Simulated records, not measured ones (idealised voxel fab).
Presented below is a process module, voxel spacer lines.
The cross-section shown here is cut; it is 165 nm wide and divided into square cells measuring 5 nm on a side.
A cross-section in this document is a grid of square cells, and it is written down as bands, the top band listed before the ones below it; a band is made up of one or more rows of cells.
A band entry consists of two parts. The first gives the height of the band's top and the height of its bottom, in nm. The rest lists the band's materials from left to right, each with its width in nm. A single material labelled with the word "throughout" fills the band from edge to edge, and the word "air" marks empty space.
It should be noted that heights are counted from 0, beneath which the wafer as supplied is of one material throughout, and that the lowest band possesses no lower boundary but continues downward, as written in "0 and below".
Width "30 to 40": first value at the band's top row of cells, second value at its bottom row, equal change from row to row.
It should be understood that the words "nothing different", when stated for a given step, signify that the cross-section underwent no change in any of its cells during that step.
This entry, "Enclosed internal cavities", enumerates those empty regions of no fewer than 8 cells that possess no open connection to the top. Each region is reported in the form width x height at distance, the distance being taken from the left edge, with all three quantities expressed in nm.
The remark found on a step's line after its settings is issued by the simulator itself and pertains to that step.
"overlay nm" answers the question of how far to the right of plan the mask lay on a step that has a mask, and when it is negative the answer is to the left.
Each of the pairs that make up the rest of this document says: here is the cross-section before one process step, here is the cross-section after it, drawn only down to the lowest band that changed, and here, under the pair, is the step lying between them with its settings. Different pairs may come from different runs of this module on the same starting wafer, so a pair continues from the pair above it only where its entry headed "Pre-step snapshot" says so.

[Pre-step snapshot]
> 45 down to 20 | air=40  SiO2=20  air=40  SiO2=20  air=45
> 20 down to 5 | polySi throughout
> 5 down to 0 | Al2O3 throughout
> 0 and below | Si throughout
> Enclosed internal cavities: none

[Structure After Step]
> 45 down to 20 | air=40  SiO2=20  air=40  SiO2=20  air=45
> 20 down to 5 | air=40  polySi=20  air=40  polySi=20  air=45
> Whatever lies below 5 is exactly as it was before.
> Enclosed internal cavities: none
For reference, the processing step occurring between the two cross-sections presented above is as follows: DIRECTIONAL_ETCH, etch materials polySi, depth nm 15

Pre-step snapshot: It is represented by the cross-section appearing after the step of the pair directly above.

[Structure After Step]
> 20 down to 5 | air=40  polySi=20  air=40  polySi=20  air=45
> Whatever lies below 5 is exactly as it was before.
> Enclosed internal cavities: none
For reference, the processing step occurring between the two cross-sections presented above is as follows: STRIP, etch materials SiO2
